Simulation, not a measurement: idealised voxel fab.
process module | voxel wiring stack
cross-section cut | 240 nm wide | cells 5 nm
A cross-section is a grid of square cells, given in bands from the top down. A band is one or more rows of cells.
Each band's line starts with the height of the band's top and of its bottom, in nm. Then come its materials from left to right, each with its width in nm. One material with "throughout" fills the band from edge to edge. "air" is empty space.
Height 0 is the level under which the wafer as received is all one material. The lowest band goes on downwards, as in "0 down".
A width such as "30 to 40" changes by the same amount from each row of cells to the next, from the band's top row to its bottom row.
"no change" after a step means that no cell of the cross-section changed.
closed voids: empty space of 8 cells or more with no open way to the top, each as width x height at its distance from the left edge, in nm
after a step's settings: what the simulator itself notes on the step
overlay nm, on a step with a mask: how far to the right of its planned place the mask lay; to the left if negative
plan
1 op RECEIVE | material Si
2 op CONFORMAL_DEP | material SiO2 | thk nm 10
3 op CONFORMAL_DEP | material SiN | thk nm 5
4 op DIRECTIONAL_DEP | material lowk | thk nm 15
5 op MASKED_ETCH | tone open | mask id METAL_1 | width nm 30 | pitch nm 45 | etch materials lowk | depth nm 15 | overlay nm 0
6 op MASKED_ETCH | tone open | mask id METAL_1 | width nm 30 | pitch nm 45 | etch materials SiN | depth nm 5 | overlay nm 0
7 op CONFORMAL_DEP | material TiN | thk nm 5
8 op FILL_DEP | material Cu | thk nm 5
9 op CMP | height nm 30
10 op CONFORMAL_DEP | material SiCN | thk nm 5
11 op DIRECTIONAL_DEP | material SiO2 | thk nm 10
12 op PATTERN | tone open | mask id PLUG_1 | material resist | width nm 15 | pitch nm 45 | thk nm 20 | overlay nm 0
13 op DIRECTIONAL_ETCH | etch materials SiO2 | depth nm 10
14 op DIRECTIONAL_ETCH | etch materials SiCN | depth nm 5
15 op STRIP | etch materials resist
16 op CONFORMAL_DEP | material TiN | thk nm 5
17 op FILL_DEP | material W | thk nm 5
18 op CMP | height nm 45
19 op DIRECTIONAL_DEP | material TiN | thk nm 5
20 op DIRECTIONAL_DEP | material W | thk nm 15
21 op PATTERN | tone cover | mask id METAL_2 | material resist | width nm 30 | pitch nm 45 | thk nm 20 | overlay nm 0
22 op DIRECTIONAL_ETCH | etch materials W | depth nm 15
23 op DIRECTIONAL_ETCH | etch materials TiN | depth nm 5
24 op STRIP | etch materials resist
25 op FILL_DEP | material lowk | thk nm 10
26 op CMP | height nm 65
27 op CONFORMAL_DEP | material SiCN | thk nm 5
28 op DIRECTIONAL_DEP | material lowk | thk nm 10
29 op PATTERN | tone open | mask id PLUG_2 | material resist | width nm 15 | pitch nm 90 | thk nm 15 | overlay nm 0
30 op DIRECTIONAL_ETCH | etch materials lowk | depth nm 10
31 op DIRECTIONAL_ETCH | etch materials SiCN | depth nm 5
32 op STRIP | etch materials resist
33 op EPI | material Ru | thk nm 10
34 op EPI | material Ru | thk nm 5
35 op CONFORMAL_DEP | material SiCN | thk nm 5
36 op DIRECTIONAL_DEP | material SiO2 | thk nm 20
37 op MASKED_ETCH | tone open | mask id METAL_3 | width nm 30 | pitch nm 45 | etch materials SiO2 | depth nm 20 | overlay nm 0
38 op MASKED_ETCH | tone open | mask id METAL_3 | width nm 30 | pitch nm 45 | etch materials SiCN | depth nm 5 | overlay nm 0
39 op CONFORMAL_DEP | material TiN | thk nm 5
40 op FILL_DEP | material Cu | thk nm 10
41 op CMP | height nm 105
42 op CONFORMAL_DEP | material SiCN | thk nm 5
43 op DIRECTIONAL_DEP | material lowk | thk nm 35
44 op MASKED_ETCH | tone open | mask id METAL_4 | width nm 30 | pitch nm 45 | etch materials lowk | depth nm 20 | overlay nm 0
45 op MASKED_ETCH | tone open | mask id METAL_4_HOLES | width nm 15 | pitch nm 45 | etch materials lowk | depth nm 15 | overlay nm 0
46 op MASKED_ETCH | tone open | mask id METAL_4_HOLES | width nm 15 | pitch nm 45 | etch materials SiCN | depth nm 5 | overlay nm 0
47 op CONFORMAL_DEP | material TiN | thk nm 5
48 op FILL_DEP | material Cu | thk nm 5
49 op CMP | height nm 145
50 op CONFORMAL_DEP | material SiN | thk nm 5
first wafer, as planned
as received, after step 1
  0 down: Si throughout
  closed voids: none
after step 2
  10 to 0: SiO2 throughout
  below 0: unchanged
after step 3
  15 to 10: SiN throughout
  below 10: unchanged
after step 4
  30 to 15: lowk throughout
  below 15: unchanged
after step 5
  30 to 15: lowk 60 | air 30 | lowk 15 | air 30 | lowk 15 | air 30 | lowk 60
  below 15: unchanged
after step 6
  30 to 15: lowk 60 | air 30 | lowk 15 | air 30 | lowk 15 | air 30 | lowk 60
  15 to 10: SiN 60 | air 30 | SiN 15 | air 30 | SiN 15 | air 30 | SiN 60
  below 10: unchanged
after step 7
  35 to 30: TiN 65 | air 20 | TiN 25 | air 20 | TiN 25 | air 20 | TiN 65
  30 to 15: lowk 60 | TiN 5 | air 20 | TiN 5 | lowk 15 | TiN 5 | air 20 | TiN 5 | lowk 15 | TiN 5 | air 20 | TiN 5 | lowk 60
  15 to 10: SiN 60 | TiN 30 | SiN 15 | TiN 30 | SiN 15 | TiN 30 | SiN 60
  below 10: unchanged
after step 8
  40 to 35: Cu throughout
  35 to 30: TiN 65 | Cu 20 | TiN 25 | Cu 20 | TiN 25 | Cu 20 | TiN 65
  30 to 15: lowk 60 | TiN 5 | Cu 20 | TiN 5 | lowk 15 | TiN 5 | Cu 20 | TiN 5 | lowk 15 | TiN 5 | Cu 20 | TiN 5 | lowk 60
  below 15: unchanged
after step 9
  30 to 15: lowk 60 | TiN 5 | Cu 20 | TiN 5 | lowk 15 | TiN 5 | Cu 20 | TiN 5 | lowk 15 | TiN 5 | Cu 20 | TiN 5 | lowk 60
  below 15: unchanged
after step 10
  35 to 30: SiCN throughout
  below 30: unchanged
after step 11
  45 to 35: SiO2 throughout
  below 35: unchanged
after step 12
  65 to 45: resist 60 | air 15 | resist 30 | air 15 | resist 30 | air 15 | resist 75
  below 45: unchanged
after step 13
  65 to 45: resist 60 | air 15 | resist 30 | air 15 | resist 30 | air 15 | resist 75
  45 to 35: SiO2 60 | air 15 | SiO2 30 | air 15 | SiO2 30 | air 15 | SiO2 75
  below 35: unchanged
after step 14
  65 to 45: resist 60 | air 15 | resist 30 | air 15 | resist 30 | air 15 | resist 75
  45 to 35: SiO2 60 | air 15 | SiO2 30 | air 15 | SiO2 30 | air 15 | SiO2 75
  35 to 30: SiCN 60 | air 15 | SiCN 30 | air 15 | SiCN 30 | air 15 | SiCN 75
  below 30: unchanged
after step 15
  45 to 35: SiO2 60 | air 15 | SiO2 30 | air 15 | SiO2 30 | air 15 | SiO2 75
  below 35: unchanged
after step 16
  50 to 45: TiN 65 | air 5 | TiN 40 | air 5 | TiN 40 | air 5 | TiN 80
  45 to 35: SiO2 60 | TiN 5 | air 5 | TiN 5 | SiO2 30 | TiN 5 | air 5 | TiN 5 | SiO2 30 | TiN 5 | air 5 | TiN 5 | SiO2 75
  35 to 30: SiCN 60 | TiN 15 | SiCN 30 | TiN 15 | SiCN 30 | TiN 15 | SiCN 75
  below 30: unchanged
after step 17
  55 to 50: W throughout
  50 to 45: TiN 65 | W 5 | TiN 40 | W 5 | TiN 40 | W 5 | TiN 80
  45 to 35: SiO2 60 | TiN 5 | W 5 | TiN 5 | SiO2 30 | TiN 5 | W 5 | TiN 5 | SiO2 30 | TiN 5 | W 5 | TiN 5 | SiO2 75
  below 35: unchanged
after step 18
  45 to 35: SiO2 60 | TiN 5 | W 5 | TiN 5 | SiO2 30 | TiN 5 | W 5 | TiN 5 | SiO2 30 | TiN 5 | W 5 | TiN 5 | SiO2 75
  below 35: unchanged
after step 19
  50 to 45: TiN throughout
  below 45: unchanged
after step 20
  65 to 50: W throughout
  below 50: unchanged
after step 21
  85 to 65: air 60 | resist 30 | air 15 | resist 30 | air 15 | resist 30 | air 60
  below 65: unchanged
after step 22
  85 to 65: air 60 | resist 30 | air 15 | resist 30 | air 15 | resist 30 | air 60
  65 to 50: air 60 | W 30 | air 15 | W 30 | air 15 | W 30 | air 60
  below 50: unchanged
after step 23
  85 to 65: air 60 | resist 30 | air 15 | resist 30 | air 15 | resist 30 | air 60
  65 to 50: air 60 | W 30 | air 15 | W 30 | air 15 | W 30 | air 60
  50 to 45: air 60 | TiN 30 | air 15 | TiN 30 | air 15 | TiN 30 | air 60
  below 45: unchanged
after step 24
  65 to 50: air 60 | W 30 | air 15 | W 30 | air 15 | W 30 | air 60
  below 50: unchanged
after step 25
  75 to 65: lowk throughout
  65 to 50: lowk 60 | W 30 | lowk 15 | W 30 | lowk 15 | W 30 | lowk 60
  50 to 45: lowk 60 | TiN 30 | lowk 15 | TiN 30 | lowk 15 | TiN 30 | lowk 60
  below 45: unchanged
after step 26
  65 to 50: lowk 60 | W 30 | lowk 15 | W 30 | lowk 15 | W 30 | lowk 60
  below 50: unchanged
after step 27
  70 to 65: SiCN throughout
  below 65: unchanged
after step 28
  80 to 70: lowk throughout
  below 70: unchanged
after step 29
  95 to 80: resist 60 | air 15 | resist 75 | air 15 | resist 75
  below 80: unchanged
after step 30
  95 to 80: resist 60 | air 15 | resist 75 | air 15 | resist 75
  80 to 70: lowk 60 | air 15 | lowk 75 | air 15 | lowk 75
  below 70: unchanged
after step 31
  95 to 80: resist 60 | air 15 | resist 75 | air 15 | resist 75
  80 to 70: lowk 60 | air 15 | lowk 75 | air 15 | lowk 75
  70 to 65: SiCN 60 | air 15 | SiCN 75 | air 15 | SiCN 75
  below 65: unchanged
after step 32
  80 to 70: lowk 60 | air 15 | lowk 75 | air 15 | lowk 75
  below 70: unchanged
after step 33
  80 to 75: lowk 60 | air 15 | lowk 75 | air 15 | lowk 75
  75 to 70: lowk 60 | Ru 15 | lowk 75 | Ru 15 | lowk 75
  70 to 65: SiCN 60 | Ru 15 | SiCN 75 | Ru 15 | SiCN 75
  below 65: unchanged
after step 34
  80 to 70: lowk 60 | Ru 15 | lowk 75 | Ru 15 | lowk 75
  below 70: unchanged
after step 35
  85 to 80: SiCN throughout
  below 80: unchanged
after step 36
  105 to 85: SiO2 throughout
  below 85: unchanged
after step 37
  105 to 85: SiO2 60 | air 30 | SiO2 15 | air 30 | SiO2 15 | air 30 | SiO2 60
  below 85: unchanged
after step 38
  105 to 85: SiO2 60 | air 30 | SiO2 15 | air 30 | SiO2 15 | air 30 | SiO2 60
  85 to 80: SiCN 60 | air 30 | SiCN 15 | air 30 | SiCN 15 | air 30 | SiCN 60
  below 80: unchanged
after step 39
  110 to 105: TiN 65 | air 20 | TiN 25 | air 20 | TiN 25 | air 20 | TiN 65
  105 to 85: SiO2 60 | TiN 5 | air 20 | TiN 5 | SiO2 15 | TiN 5 | air 20 | TiN 5 | SiO2 15 | TiN 5 | air 20 | TiN 5 | SiO2 60
  85 to 80: SiCN 60 | TiN 30 | SiCN 15 | TiN 30 | SiCN 15 | TiN 30 | SiCN 60
  below 80: unchanged
after step 40
  120 to 110: Cu throughout
  110 to 105: TiN 65 | Cu 20 | TiN 25 | Cu 20 | TiN 25 | Cu 20 | TiN 65
  105 to 85: SiO2 60 | TiN 5 | Cu 20 | TiN 5 | SiO2 15 | TiN 5 | Cu 20 | TiN 5 | SiO2 15 | TiN 5 | Cu 20 | TiN 5 | SiO2 60
  below 85: unchanged
after step 41
  105 to 85: SiO2 60 | TiN 5 | Cu 20 | TiN 5 | SiO2 15 | TiN 5 | Cu 20 | TiN 5 | SiO2 15 | TiN 5 | Cu 20 | TiN 5 | SiO2 60
  below 85: unchanged
after step 42
  110 to 105: SiCN throughout
  below 105: unchanged
after step 43
  145 to 110: lowk throughout
  below 110: unchanged
after step 44
  145 to 125: lowk 60 | air 30 | lowk 15 | air 30 | lowk 15 | air 30 | lowk 60
  below 125: unchanged
after step 45
  145 to 125: lowk 60 | air 30 | lowk 15 | air 30 | lowk 15 | air 30 | lowk 60
  125 to 110: lowk 60 | air 15 | lowk 30 | air 15 | lowk 30 | air 15 | lowk 75
  below 110: unchanged
after step 46
  145 to 125: lowk 60 | air 30 | lowk 15 | air 30 | lowk 15 | air 30 | lowk 60
  125 to 110: lowk 60 | air 15 | lowk 30 | air 15 | lowk 30 | air 15 | lowk 75
  110 to 105: SiCN 60 | air 15 | SiCN 30 | air 15 | SiCN 30 | air 15 | SiCN 75
  below 105: unchanged
after step 47
  150 to 145: TiN 65 | air 20 | TiN 25 | air 20 | TiN 25 | air 20 | TiN 65
  145 to 130: lowk 60 | TiN 5 | air 20 | TiN 5 | lowk 15 | TiN 5 | air 20 | TiN 5 | lowk 15 | TiN 5 | air 20 | TiN 5 | lowk 60
  130 to 125: lowk 60 | TiN 5 | air 5 | TiN 20 | lowk 15 | TiN 5 | air 5 | TiN 20 | lowk 15 | TiN 5 | air 5 | TiN 20 | lowk 60
  125 to 110: lowk 60 | TiN 5 | air 5 | TiN 5 | lowk 30 | TiN 5 | air 5 | TiN 5 | lowk 30 | TiN 5 | air 5 | TiN 5 | lowk 75
  110 to 105: SiCN 60 | TiN 15 | SiCN 30 | TiN 15 | SiCN 30 | TiN 15 | SiCN 75
  below 105: unchanged
after step 48
  155 to 150: Cu throughout
  150 to 145: TiN 65 | Cu 20 | TiN 25 | Cu 20 | TiN 25 | Cu 20 | TiN 65
  145 to 130: lowk 60 | TiN 5 | Cu 20 | TiN 5 | lowk 15 | TiN 5 | Cu 20 | TiN 5 | lowk 15 | TiN 5 | Cu 20 | TiN 5 | lowk 60
  130 to 125: lowk 60 | TiN 5 | Cu 5 | TiN 20 | lowk 15 | TiN 5 | Cu 5 | TiN 20 | lowk 15 | TiN 5 | Cu 5 | TiN 20 | lowk 60
  125 to 110: lowk 60 | TiN 5 | Cu 5 | TiN 5 | lowk 30 | TiN 5 | Cu 5 | TiN 5 | lowk 30 | TiN 5 | Cu 5 | TiN 5 | lowk 75
  below 110: unchanged
after step 49
  145 to 130: lowk 60 | TiN 5 | Cu 20 | TiN 5 | lowk 15 | TiN 5 | Cu 20 | TiN 5 | lowk 15 | TiN 5 | Cu 20 | TiN 5 | lowk 60
  below 130: unchanged
after step 50
  150 to 145: SiN throughout
  below 145: unchanged
second wafer: like start, like plan, one mistake. Through step 32 it matches the first wafer
when step 33 should have ended
  85 to 80: air 55 | Ru 25 | air 65 | Ru 25 | air 70
  80 to 70: lowk 60 | Ru 15 | lowk 75 | Ru 15 | lowk 75
  70 to 65: SiCN 60 | Ru 15 | SiCN 75 | Ru 15 | SiCN 75
  below 65: unchanged
when step 34 should have ended
  90 to 80: air 50 | Ru 35 | air 55 | Ru 35 | air 65
  below 80: unchanged
when step 35 should have ended
  95 to 90: air 45 | SiCN 45 | air 45 | SiCN 45 | air 60
  90 to 85: air 45 | SiCN 5 | Ru 35 | SiCN 5 | air 45 | SiCN 5 | Ru 35 | SiCN 5 | air 60
  85 to 80: SiCN 50 | Ru 35 | SiCN 55 | Ru 35 | SiCN 65
  below 80: unchanged
when step 36 should have ended
  115 to 105: air 45 | SiO2 45 | air 45 | SiO2 45 | air 60
  105 to 95: SiO2 throughout
  95 to 90: SiO2 45 | SiCN 45 | SiO2 45 | SiCN 45 | SiO2 60
  90 to 85: SiO2 45 | SiCN 5 | Ru 35 | SiCN 5 | SiO2 45 | SiCN 5 | Ru 35 | SiCN 5 | SiO2 60
  below 85: unchanged
when step 37 should have ended
  115 to 105: air 45 | SiO2 15 | air 75 | SiO2 15 | air 90
  105 to 95: SiO2 60 | air 30 | SiO2 15 | air 30 | SiO2 15 | air 30 | SiO2 60
  95 to 90: SiO2 45 | SiCN 45 | SiO2 15 | air 30 | SiCN 45 | SiO2 60
  90 to 85: SiO2 45 | SiCN 5 | Ru 35 | SiCN 5 | SiO2 15 | air 30 | SiCN 5 | Ru 35 | SiCN 5 | SiO2 60
  below 85: unchanged
when step 38 should have ended
  115 to 105: air 45 | SiO2 15 | air 75 | SiO2 15 | air 90
  105 to 95: SiO2 60 | air 30 | SiO2 15 | air 30 | SiO2 15 | air 30 | SiO2 60
  95 to 90: SiO2 45 | SiCN 15 | air 30 | SiO2 15 | air 30 | SiCN 15 | air 30 | SiO2 60
  90 to 85: SiO2 45 | SiCN 5 | Ru 35 | SiCN 5 | SiO2 15 | air 30 | SiCN 5 | Ru 35 | SiCN 5 | SiO2 60
  85 to 80: SiCN 50 | Ru 35 | SiCN 20 | air 30 | SiCN 5 | Ru 35 | SiCN 65
  below 80: unchanged
when step 39 should have ended
  120 to 115: air 40 | TiN 25 | air 65 | TiN 25 | air 85
  115 to 110: air 40 | TiN 5 | SiO2 15 | TiN 5 | air 65 | TiN 5 | SiO2 15 | TiN 5 | air 85
  110 to 105: TiN 45 | SiO2 15 | TiN 5 | air 20 | TiN 25 | air 20 | TiN 5 | SiO2 15 | TiN 5 | air 20 | TiN 65
  105 to 95: SiO2 60 | TiN 5 | air 20 | TiN 5 | SiO2 15 | TiN 5 | air 20 | TiN 5 | SiO2 15 | TiN 5 | air 20 | TiN 5 | SiO2 60
  95 to 90: SiO2 45 | SiCN 15 | TiN 30 | SiO2 15 | TiN 5 | air 20 | TiN 5 | SiCN 15 | TiN 30 | SiO2 60
  90 to 85: SiO2 45 | SiCN 5 | Ru 35 | SiCN 5 | SiO2 15 | TiN 5 | air 20 | TiN 5 | SiCN 5 | Ru 35 | SiCN 5 | SiO2 60
  85 to 80: SiCN 50 | Ru 35 | SiCN 20 | TiN 30 | SiCN 5 | Ru 35 | SiCN 65
  below 80: unchanged
when step 40 should have ended
  130 to 120: Cu throughout
  120 to 115: Cu 40 | TiN 25 | Cu 65 | TiN 25 | Cu 85
  115 to 110: Cu 40 | TiN 5 | SiO2 15 | TiN 5 | Cu 65 | TiN 5 | SiO2 15 | TiN 5 | Cu 85
  110 to 105: TiN 45 | SiO2 15 | TiN 5 | Cu 20 | TiN 25 | Cu 20 | TiN 5 | SiO2 15 | TiN 5 | Cu 20 | TiN 65
  105 to 95: SiO2 60 | TiN 5 | Cu 20 | TiN 5 | SiO2 15 | TiN 5 | Cu 20 | TiN 5 | SiO2 15 | TiN 5 | Cu 20 | TiN 5 | SiO2 60
  95 to 90: SiO2 45 | SiCN 15 | TiN 30 | SiO2 15 | TiN 5 | Cu 20 | TiN 5 | SiCN 15 | TiN 30 | SiO2 60
  90 to 85: SiO2 45 | SiCN 5 | Ru 35 | SiCN 5 | SiO2 15 | TiN 5 | Cu 20 | TiN 5 | SiCN 5 | Ru 35 | SiCN 5 | SiO2 60
  below 85: unchanged
when step 41 should have ended
  105 to 95: SiO2 60 | TiN 5 | Cu 20 | TiN 5 | SiO2 15 | TiN 5 | Cu 20 | TiN 5 | SiO2 15 | TiN 5 | Cu 20 | TiN 5 | SiO2 60
  below 95: unchanged
when step 42 should have ended
  110 to 105: SiCN throughout
  below 105: unchanged
when step 43 should have ended
  145 to 110: lowk throughout
  below 110: unchanged
when step 44 should have ended
  145 to 125: lowk 60 | air 30 | lowk 15 | air 30 | lowk 15 | air 30 | lowk 60
  below 125: unchanged
when step 45 should have ended
  145 to 125: lowk 60 | air 30 | lowk 15 | air 30 | lowk 15 | air 30 | lowk 60
  125 to 110: lowk 60 | air 15 | lowk 30 | air 15 | lowk 30 | air 15 | lowk 75
  below 110: unchanged
when step 46 should have ended
  145 to 125: lowk 60 | air 30 | lowk 15 | air 30 | lowk 15 | air 30 | lowk 60
  125 to 110: lowk 60 | air 15 | lowk 30 | air 15 | lowk 30 | air 15 | lowk 75
  110 to 105: SiCN 60 | air 15 | SiCN 30 | air 15 | SiCN 30 | air 15 | SiCN 75
  below 105: unchanged
when step 47 should have ended
  150 to 145: TiN 65 | air 20 | TiN 25 | air 20 | TiN 25 | air 20 | TiN 65
  145 to 130: lowk 60 | TiN 5 | air 20 | TiN 5 | lowk 15 | TiN 5 | air 20 | TiN 5 | lowk 15 | TiN 5 | air 20 | TiN 5 | lowk 60
  130 to 125: lowk 60 | TiN 5 | air 5 | TiN 20 | lowk 15 | TiN 5 | air 5 | TiN 20 | lowk 15 | TiN 5 | air 5 | TiN 20 | lowk 60
  125 to 110: lowk 60 | TiN 5 | air 5 | TiN 5 | lowk 30 | TiN 5 | air 5 | TiN 5 | lowk 30 | TiN 5 | air 5 | TiN 5 | lowk 75
  110 to 105: SiCN 60 | TiN 15 | SiCN 30 | TiN 15 | SiCN 30 | TiN 15 | SiCN 75
  below 105: unchanged
when step 48 should have ended
  155 to 150: Cu throughout
  150 to 145: TiN 65 | Cu 20 | TiN 25 | Cu 20 | TiN 25 | Cu 20 | TiN 65
  145 to 130: lowk 60 | TiN 5 | Cu 20 | TiN 5 | lowk 15 | TiN 5 | Cu 20 | TiN 5 | lowk 15 | TiN 5 | Cu 20 | TiN 5 | lowk 60
  130 to 125: lowk 60 | TiN 5 | Cu 5 | TiN 20 | lowk 15 | TiN 5 | Cu 5 | TiN 20 | lowk 15 | TiN 5 | Cu 5 | TiN 20 | lowk 60
  125 to 110: lowk 60 | TiN 5 | Cu 5 | TiN 5 | lowk 30 | TiN 5 | Cu 5 | TiN 5 | lowk 30 | TiN 5 | Cu 5 | TiN 5 | lowk 75
  below 110: unchanged
when step 49 should have ended
  145 to 130: lowk 60 | TiN 5 | Cu 20 | TiN 5 | lowk 15 | TiN 5 | Cu 20 | TiN 5 | lowk 15 | TiN 5 | Cu 20 | TiN 5 | lowk 60
  below 130: unchanged
when step 50 should have ended
  150 to 145: SiN throughout
  below 145: unchanged
what went wrong: step 33 was run twice
at the end the second wafer has, in cells: 16 fewer of Cu | 28 more of Ru | 8 more of SiCN | 12 fewer of SiO2 | 8 fewer of TiN
